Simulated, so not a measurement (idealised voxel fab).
process module | voxel ribs on slabs
cross-section cut | 270 nm wide | cells 5 nm
A cross-section is a grid of square cells, given in bands from the top down. A band is one or more rows of cells.
Each band's line starts with the height of the band's top and of its bottom, in nm. Then come its materials from left to right, each with its width in nm. One material with "throughout" fills the band from edge to edge. "air" is empty space.
Height 0 is the level under which the wafer as received is all one material. The lowest band goes on downwards, as in "0 down".
A width such as "30 to 40" changes by the same amount from each row of cells to the next, from the band's top row to its bottom row.
"no change" after a step means that no cell of the cross-section changed.
closed voids: empty space of 8 cells or more with no open way to the top, each as width x height at its distance from the left edge, in nm
after a step's settings: what the simulator itself notes on the step
overlay nm, on a step with a mask: how far to the right of its planned place the mask lay; to the left if negative
Each pair below shows a cross-section before one step and the cross-section after it, down to the lowest band that changed. The line under each pair gives the step between them, with its settings. The pairs can come from different runs of this module on the same starting wafer, so a pair continues from the pair above only where its "before" says so.
before
  0 down: Si throughout
  closed voids: none
after
  20 to 0: SiO2 throughout
  below 0: unchanged
  closed voids: none
the step between: op DIRECTIONAL_DEP | material SiO2 | thk nm 20
before: the cross-section after the pair above
after
  45 to 20: SiN throughout
  below 20: unchanged
  closed voids: none
the step between: op DIRECTIONAL_DEP | material SiN | thk nm 25
before: the cross-section after the pair above
after
  45 to 40: air 120 | SiN 25 | air 125
  below 40: unchanged
  closed voids: none
the step between: op MASKED_ETCH | tone cover | mask id RIB | width nm 25 | etch materials SiN | depth nm 5 | overlay nm 0
before: the cross-section after the pair above
after
  45 to 40: air 120 | SiN 25 | air 125
  40 to 20: air 90 | SiN 85 | air 95
  below 20: unchanged
  closed voids: none
the step between: op MASKED_ETCH | tone cover | mask id SLAB | width nm 85 | etch materials SiN | depth nm 20 | overlay nm 0
before: the cross-section after the pair above
after
  70 to 45: SiO2 throughout
  45 to 40: SiO2 120 | SiN 25 | SiO2 125
  40 to 20: SiO2 90 | SiN 85 | SiO2 95
  below 20: unchanged
  closed voids: none
the step between: op FILL_DEP | material SiO2 | thk nm 25
before: the cross-section after the pair above
after
  60 to 45: SiO2 throughout
  below 45: unchanged
  closed voids: none
the step between: op CMP | height nm 60
before: the cross-section after the pair above
after
  70 to 60: W throughout
  below 60: unchanged
  closed voids: none
the step between: op DIRECTIONAL_DEP | material W | thk nm 10
before: the cross-section after the pair above
after
  80 to 70: aC throughout
  below 70: unchanged
  closed voids: none
the step between: op DIRECTIONAL_DEP | material aC | thk nm 10
before: the cross-section after the pair above
after
  105 to 80: air 115 | resist 35 | air 120
  below 80: unchanged
  closed voids: none
the step between: op PATTERN | tone cover | mask id HEATER | material resist | width nm 35 | thk nm 25 | overlay nm 0
before: the cross-section after the pair above
after
  95 to 80: air 115 | resist 35 | air 120
  80 to 70: air 115 | aC 35 | air 120
  below 70: unchanged
  closed voids: none
the step between: op DIRECTIONAL_ETCH | etch materials aC | depth nm 10
before: the cross-section after the pair above
after
  80 to 70: air 115 | aC 35 | air 120
  below 70: unchanged
  closed voids: none
the step between: op STRIP | etch materials resist
before: the cross-section after the pair above
after
  80 to 70: air 115 | aC 35 | air 120
  70 to 60: air 115 | W 35 | air 120
  below 60: unchanged
  closed voids: none
the step between: op DIRECTIONAL_ETCH | etch materials W | depth nm 10
before: the cross-section after the pair above
after
  70 to 60: air 115 | W 35 | air 120
  below 60: unchanged
  closed voids: none
the step between: op STRIP | etch materials aC
before: the cross-section after the pair above
after
  75 to 70: air 110 | SiN 45 | air 115
  70 to 65: air 110 | SiN 5 | W 35 | SiN 5 | air 115
  65 to 60: SiN 115 | W 35 | SiN 120
  below 60: unchanged
  closed voids: none
the step between: op CONFORMAL_DEP | material SiN | thk nm 5
before
  45 to 20: SiN throughout
  20 to 0: SiO2 throughout
  0 down: Si throughout
  closed voids: none
after
  70 to 20: SiN throughout
  below 20: unchanged
  closed voids: none
the step between: op DIRECTIONAL_DEP | material SiN | thk nm 25
before: the cross-section after the pair above
after
  70 to 65: air 120 | SiN 25 | air 125
  below 65: unchanged
  closed voids: none
the step between: op MASKED_ETCH | tone cover | mask id RIB | width nm 25 | etch materials SiN | depth nm 5 | overlay nm 0
before: the cross-section after the pair above
after
  70 to 65: air 120 | SiN 25 | air 125
  65 to 45: air 90 | SiN 85 | air 95
  below 45: unchanged
  closed voids: none
the step between: op MASKED_ETCH | tone cover | mask id SLAB | width nm 85 | etch materials SiN | depth nm 20 | overlay nm 0
before: the cross-section after the pair above
after
  95 to 70: SiO2 throughout
  70 to 65: SiO2 120 | SiN 25 | SiO2 125
  65 to 45: SiO2 90 | SiN 85 | SiO2 95
  below 45: unchanged
  closed voids: none
the step between: op FILL_DEP | material SiO2 | thk nm 25
before: the cross-section after the pair above
after
  60 to 45: SiO2 90 | SiN 85 | SiO2 95
  below 45: unchanged
  closed voids: none
the step between: op CMP | height nm 60
before: the cross-section after the pair above
after
  70 to 60: W throughout
  below 60: unchanged
  closed voids: none
the step between: op DIRECTIONAL_DEP | material W | thk nm 10
before: the cross-section after the pair above
after
  80 to 70: aC throughout
  below 70: unchanged
  closed voids: none
the step between: op DIRECTIONAL_DEP | material aC | thk nm 10
before: the cross-section after the pair above
after
  105 to 80: air 115 | resist 35 | air 120
  below 80: unchanged
  closed voids: none
the step between: op PATTERN | tone cover | mask id HEATER | material resist | width nm 35 | thk nm 25 | overlay nm 0
before: the cross-section after the pair above
after
  95 to 80: air 115 | resist 35 | air 120
  80 to 70: air 115 | aC 35 | air 120
  below 70: unchanged
  closed voids: none
the step between: op DIRECTIONAL_ETCH | etch materials aC | depth nm 10
before: the cross-section after the pair above
after
  80 to 70: air 115 | aC 35 | air 120
  below 70: unchanged
  closed voids: none
the step between: op STRIP | etch materials resist
before: the cross-section after the pair above
after
  80 to 70: air 115 | aC 35 | air 120
  70 to 60: air 115 | W 35 | air 120
  below 60: unchanged
  closed voids: none
the step between: op DIRECTIONAL_ETCH | etch materials W | depth nm 10
before: the cross-section after the pair above
after
  70 to 60: air 115 | W 35 | air 120
  below 60: unchanged
  closed voids: none
the step between: op STRIP | etch materials aC
before: the cross-section after the pair above
after
  75 to 70: air 110 | SiN 45 | air 115
  70 to 65: air 110 | SiN 5 | W 35 | SiN 5 | air 115
  65 to 60: SiN 115 | W 35 | SiN 120
  below 60: unchanged
  closed voids: none
the step between: op CONFORMAL_DEP | material SiN | thk nm 5
before
  0 down: Si throughout
  closed voids: none
after
  25 to 0: SiN throughout
  below 0: unchanged
  closed voids: none
the step between: op DIRECTIONAL_DEP | material SiN | thk nm 25
before: the cross-section after the pair above
after
  45 to 25: SiO2 throughout
  below 25: unchanged
  closed voids: none
the step between: op DIRECTIONAL_DEP | material SiO2 | thk nm 20
before: the cross-section after the pair above
after
  70 to 25: SiO2 throughout
  below 25: unchanged
  closed voids: none
the step between: op FILL_DEP | material SiO2 | thk nm 25
before: the cross-section after the pair above
after
  60 to 25: SiO2 throughout
  below 25: unchanged
  closed voids: none
the step between: op CMP | height nm 60
before: the cross-section after the pair above
after
  70 to 60: W throughout
  below 60: unchanged
  closed voids: none
the step between: op DIRECTIONAL_DEP | material W | thk nm 10
before: the cross-section after the pair above
after
  80 to 70: aC throughout
  below 70: unchanged
  closed voids: none
the step between: op DIRECTIONAL_DEP | material aC | thk nm 10
before: the cross-section after the pair above
after
  105 to 80: air 115 | resist 35 | air 120
  below 80: unchanged
  closed voids: none
the step between: op PATTERN | tone cover | mask id HEATER | material resist | width nm 35 | thk nm 25 | overlay nm 0
before: the cross-section after the pair above
after
  95 to 80: air 115 | resist 35 | air 120
  80 to 70: air 115 | aC 35 | air 120
  below 70: unchanged
  closed voids: none
the step between: op DIRECTIONAL_ETCH | etch materials aC | depth nm 10
before: the cross-section after the pair above
after
  80 to 70: air 115 | aC 35 | air 120
  below 70: unchanged
  closed voids: none
the step between: op STRIP | etch materials resist
before: the cross-section after the pair above
after
  80 to 70: air 115 | aC 35 | air 120
  70 to 60: air 115 | W 35 | air 120
  below 60: unchanged
  closed voids: none
the step between: op DIRECTIONAL_ETCH | etch materials W | depth nm 10
before: the cross-section after the pair above
after
  70 to 60: air 115 | W 35 | air 120
  below 60: unchanged
  closed voids: none
the step between: op STRIP | etch materials aC
before: the cross-section after the pair above
after
  75 to 70: air 110 | SiN 45 | air 115
  70 to 65: air 110 | SiN 5 | W 35 | SiN 5 | air 115
  65 to 60: SiN 115 | W 35 | SiN 120
  below 60: unchanged
  closed voids: none
the step between: op CONFORMAL_DEP | material SiN | thk nm 5
before
  45 to 20: SiN throughout
  20 to 0: SiO2 throughout
  0 down: Si throughout
  closed voids: none
after
  45 to 30: air 120 | SiN 25 | air 125
  below 30: unchanged
  closed voids: none
the step between: op MASKED_ETCH | tone cover | mask id RIB | width nm 25 | etch materials SiN | depth nm 15 | overlay nm 0
before: the cross-section after the pair above
after
  45 to 30: air 120 | SiN 25 | air 125
  30 to 20: air 90 | SiN 85 | air 95
  below 20: unchanged
  closed voids: none
the step between: op MASKED_ETCH | tone cover | mask id SLAB | width nm 85 | etch materials SiN | depth nm 20 | overlay nm 0
before: the cross-section after the pair above
after
  70 to 45: SiO2 throughout
  45 to 30: SiO2 120 | SiN 25 | SiO2 125
  30 to 20: SiO2 90 | SiN 85 | SiO2 95
  below 20: unchanged
  closed voids: none
the step between: op FILL_DEP | material SiO2 | thk nm 25
before: the cross-section after the pair above
after
  60 to 45: SiO2 throughout
  below 45: unchanged
  closed voids: none
the step between: op CMP | height nm 60
before: the cross-section after the pair above
after
  70 to 60: W throughout
  below 60: unchanged
  closed voids: none
the step between: op DIRECTIONAL_DEP | material W | thk nm 10
before: the cross-section after the pair above
after
  80 to 70: aC throughout
  below 70: unchanged
  closed voids: none
the step between: op DIRECTIONAL_DEP | material aC | thk nm 10
before: the cross-section after the pair above
after
  105 to 80: air 115 | resist 35 | air 120
  below 80: unchanged
  closed voids: none
the step between: op PATTERN | tone cover | mask id HEATER | material resist | width nm 35 | thk nm 25 | overlay nm 0
before: the cross-section after the pair above
after
  95 to 80: air 115 | resist 35 | air 120
  80 to 70: air 115 | aC 35 | air 120
  below 70: unchanged
  closed voids: none
the step between: op DIRECTIONAL_ETCH | etch materials aC | depth nm 10
before: the cross-section after the pair above
after
  80 to 70: air 115 | aC 35 | air 120
  below 70: unchanged
  closed voids: none
the step between: op STRIP | etch materials resist
before: the cross-section after the pair above
after
  80 to 70: air 115 | aC 35 | air 120
  70 to 60: air 115 | W 35 | air 120
  below 60: unchanged
  closed voids: none
the step between: op DIRECTIONAL_ETCH | etch materials W | depth nm 10
before: the cross-section after the pair above
after
  70 to 60: air 115 | W 35 | air 120
  below 60: unchanged
  closed voids: none
the step between: op STRIP | etch materials aC
before: the cross-section after the pair above
after
  75 to 70: air 110 | SiN 45 | air 115
  70 to 65: air 110 | SiN 5 | W 35 | SiN 5 | air 115
  65 to 60: SiN 115 | W 35 | SiN 120
  below 60: unchanged
  closed voids: none
the step between: op CONFORMAL_DEP | material SiN | thk nm 5
before
  45 to 20: SiN throughout
  20 to 0: SiO2 throughout
  0 down: Si throughout
  closed voids: none
after
  45 to 40: air 125 | SiN 20 | air 125
  below 40: unchanged
  closed voids: none
the step between: op MASKED_ETCH | tone cover | mask id RIB | width nm 20 | etch materials SiN | depth nm 5 | overlay nm 0
before: the cross-section after the pair above
after
  45 to 40: air 125 | SiN 20 | air 125
  40 to 20: air 90 | SiN 85 | air 95
  below 20: unchanged
  closed voids: none
the step between: op MASKED_ETCH | tone cover | mask id SLAB | width nm 85 | etch materials SiN | depth nm 20 | overlay nm 0
before: the cross-section after the pair above
after
  70 to 45: SiO2 throughout
  45 to 40: SiO2 125 | SiN 20 | SiO2 125
  40 to 20: SiO2 90 | SiN 85 | SiO2 95
  below 20: unchanged
  closed voids: none
the step between: op FILL_DEP | material SiO2 | thk nm 25
before: the cross-section after the pair above
after
  60 to 45: SiO2 throughout
  below 45: unchanged
  closed voids: none
the step between: op CMP | height nm 60
before: the cross-section after the pair above
after
  70 to 60: W throughout
  below 60: unchanged
  closed voids: none
the step between: op DIRECTIONAL_DEP | material W | thk nm 10
before: the cross-section after the pair above
after
  80 to 70: aC throughout
  below 70: unchanged
  closed voids: none
the step between: op DIRECTIONAL_DEP | material aC | thk nm 10
before: the cross-section after the pair above
after
  105 to 80: air 115 | resist 35 | air 120
  below 80: unchanged
  closed voids: none
the step between: op PATTERN | tone cover | mask id HEATER | material resist | width nm 35 | thk nm 25 | overlay nm 0
before: the cross-section after the pair above
after
  95 to 80: air 115 | resist 35 | air 120
  80 to 70: air 115 | aC 35 | air 120
  below 70: unchanged
  closed voids: none
the step between: op DIRECTIONAL_ETCH | etch materials aC | depth nm 10
before: the cross-section after the pair above
after
  80 to 70: air 115 | aC 35 | air 120
  below 70: unchanged
  closed voids: none
the step between: op STRIP | etch materials resist
before: the cross-section after the pair above
after
  80 to 70: air 115 | aC 35 | air 120
  70 to 60: air 115 | W 35 | air 120
  below 60: unchanged
  closed voids: none
the step between: op DIRECTIONAL_ETCH | etch materials W | depth nm 10
before: the cross-section after the pair above
after
  70 to 60: air 115 | W 35 | air 120
  below 60: unchanged
  closed voids: none
the step between: op STRIP | etch materials aC
before: the cross-section after the pair above
after
  75 to 70: air 110 | SiN 45 | air 115
  70 to 65: air 110 | SiN 5 | W 35 | SiN 5 | air 115
  65 to 60: SiN 115 | W 35 | SiN 120
  below 60: unchanged
  closed voids: none
the step between: op CONFORMAL_DEP | material SiN | thk nm 5
before
  45 to 40: air 120 | SiN 25 | air 125
  40 to 20: SiN throughout
  20 to 0: SiO2 throughout
  0 down: Si throughout
  closed voids: none
after
  45 to 40: air 120 | SiN 25 | air 125
  40 to 20: air 100 | SiN 85 | air 85
  below 20: unchanged
  closed voids: none
the step between: op MASKED_ETCH | tone cover | mask id SLAB | width nm 85 | etch materials SiN | depth nm 20 | overlay nm 10
before: the cross-section after the pair above
after
  70 to 45: SiO2 throughout
  45 to 40: SiO2 120 | SiN 25 | SiO2 125
  40 to 20: SiO2 100 | SiN 85 | SiO2 85
  below 20: unchanged
  closed voids: none
the step between: op FILL_DEP | material SiO2 | thk nm 25
before: the cross-section after the pair above
after
  60 to 45: SiO2 throughout
  below 45: unchanged
  closed voids: none
the step between: op CMP | height nm 60
before: the cross-section after the pair above
after
  70 to 60: W throughout
  below 60: unchanged
  closed voids: none
the step between: op DIRECTIONAL_DEP | material W | thk nm 10
before: the cross-section after the pair above
after
  80 to 70: aC throughout
  below 70: unchanged
  closed voids: none
the step between: op DIRECTIONAL_DEP | material aC | thk nm 10
before: the cross-section after the pair above
after
  105 to 80: air 115 | resist 35 | air 120
  below 80: unchanged
  closed voids: none
the step between: op PATTERN | tone cover | mask id HEATER | material resist | width nm 35 | thk nm 25 | overlay nm 0
before: the cross-section after the pair above
after
  95 to 80: air 115 | resist 35 | air 120
  80 to 70: air 115 | aC 35 | air 120
  below 70: unchanged
  closed voids: none
the step between: op DIRECTIONAL_ETCH | etch materials aC | depth nm 10
before: the cross-section after the pair above
after
  80 to 70: air 115 | aC 35 | air 120
  below 70: unchanged
  closed voids: none
the step between: op STRIP | etch materials resist
before: the cross-section after the pair above
after
  80 to 70: air 115 | aC 35 | air 120
  70 to 60: air 115 | W 35 | air 120
  below 60: unchanged
  closed voids: none
the step between: op DIRECTIONAL_ETCH | etch materials W | depth nm 10
before: the cross-section after the pair above
after
  70 to 60: air 115 | W 35 | air 120
  below 60: unchanged
  closed voids: none
the step between: op STRIP | etch materials aC
before: the cross-section after the pair above
after
  75 to 70: air 110 | SiN 45 | air 115
  70 to 65: air 110 | SiN 5 | W 35 | SiN 5 | air 115
  65 to 60: SiN 115 | W 35 | SiN 120
  below 60: unchanged
  closed voids: none
the step between: op CONFORMAL_DEP | material SiN | thk nm 5
before
  20 to 0: SiO2 throughout
  0 down: Si throughout
  closed voids: none
after
  45 to 20: aC throughout
  below 20: unchanged
  closed voids: none
the step between: op DIRECTIONAL_DEP | material aC | thk nm 25
before: the cross-section after the pair above
after
  70 to 45: SiO2 throughout
  below 45: unchanged
  closed voids: none
the step between: op FILL_DEP | material SiO2 | thk nm 25
before: the cross-section after the pair above
after
  60 to 45: SiO2 throughout
  below 45: unchanged
  closed voids: none
the step between: op CMP | height nm 60
before: the cross-section after the pair above
after
  70 to 60: W throughout
  below 60: unchanged
  closed voids: none
the step between: op DIRECTIONAL_DEP | material W | thk nm 10
before: the cross-section after the pair above
after
  80 to 70: aC throughout
  below 70: unchanged
  closed voids: none
the step between: op DIRECTIONAL_DEP | material aC | thk nm 10
before: the cross-section after the pair above
after
  105 to 80: air 115 | resist 35 | air 120
  below 80: unchanged
  closed voids: none
the step between: op PATTERN | tone cover | mask id HEATER | material resist | width nm 35 | thk nm 25 | overlay nm 0
before: the cross-section after the pair above
after
  95 to 80: air 115 | resist 35 | air 120
  80 to 70: air 115 | aC 35 | air 120
  below 70: unchanged
  closed voids: none
the step between: op DIRECTIONAL_ETCH | etch materials aC | depth nm 10
before: the cross-section after the pair above
after
  80 to 70: air 115 | aC 35 | air 120
  below 70: unchanged
  closed voids: none
the step between: op STRIP | etch materials resist
before: the cross-section after the pair above
after
  80 to 70: air 115 | aC 35 | air 120
  70 to 60: air 115 | W 35 | air 120
  below 60: unchanged
  closed voids: none
the step between: op DIRECTIONAL_ETCH | etch materials W | depth nm 10
before: the cross-section after the pair above
after
  70 to 60: air 115 | W 35 | air 120
  below 60: unchanged
  closed voids: none
the step between: op STRIP | etch materials aC
before: the cross-section after the pair above
after
  75 to 70: air 110 | SiN 45 | air 115
  70 to 65: air 110 | SiN 5 | W 35 | SiN 5 | air 115
  65 to 60: SiN 115 | W 35 | SiN 120
  below 60: unchanged
  closed voids: none
the step between: op CONFORMAL_DEP | material SiN | thk nm 5
before
  80 to 70: aC throughout
  70 to 60: W throughout
  60 to 45: SiO2 throughout
  45 to 40: SiO2 120 | SiN 25 | SiO2 125
  40 to 20: SiO2 90 | SiN 85 | SiO2 95
  20 to 0: SiO2 throughout
  0 down: Si throughout
  closed voids: none
after
  105 to 80: resist 115 | air 35 | resist 120
  below 80: unchanged
  closed voids: none
the step between: op PATTERN | tone open | mask id HEATER | material resist | width nm 35 | thk nm 25 | overlay nm 0
before: the cross-section after the pair above
after
  95 to 80: resist 115 | air 35 | resist 120
  80 to 70: aC 115 | air 35 | aC 120
  below 70: unchanged
  closed voids: none
the step between: op DIRECTIONAL_ETCH | etch materials aC | depth nm 10
before: the cross-section after the pair above
after
  80 to 70: aC 115 | air 35 | aC 120
  below 70: unchanged
  closed voids: none
the step between: op STRIP | etch materials resist
before: the cross-section after the pair above
after
  80 to 70: aC 115 | air 35 | aC 120
  70 to 60: W 115 | air 35 | W 120
  below 60: unchanged
  closed voids: none
the step between: op DIRECTIONAL_ETCH | etch materials W | depth nm 10
before: the cross-section after the pair above
after
  70 to 60: W 115 | air 35 | W 120
  below 60: unchanged
  closed voids: none
the step between: op STRIP | etch materials aC
before: the cross-section after the pair above
after
  75 to 70: SiN 120 | air 25 | SiN 125
  70 to 65: W 115 | SiN 5 | air 25 | SiN 5 | W 120
  65 to 60: W 115 | SiN 35 | W 120
  below 60: unchanged
  closed voids: none
the step between: op CONFORMAL_DEP | material SiN | thk nm 5
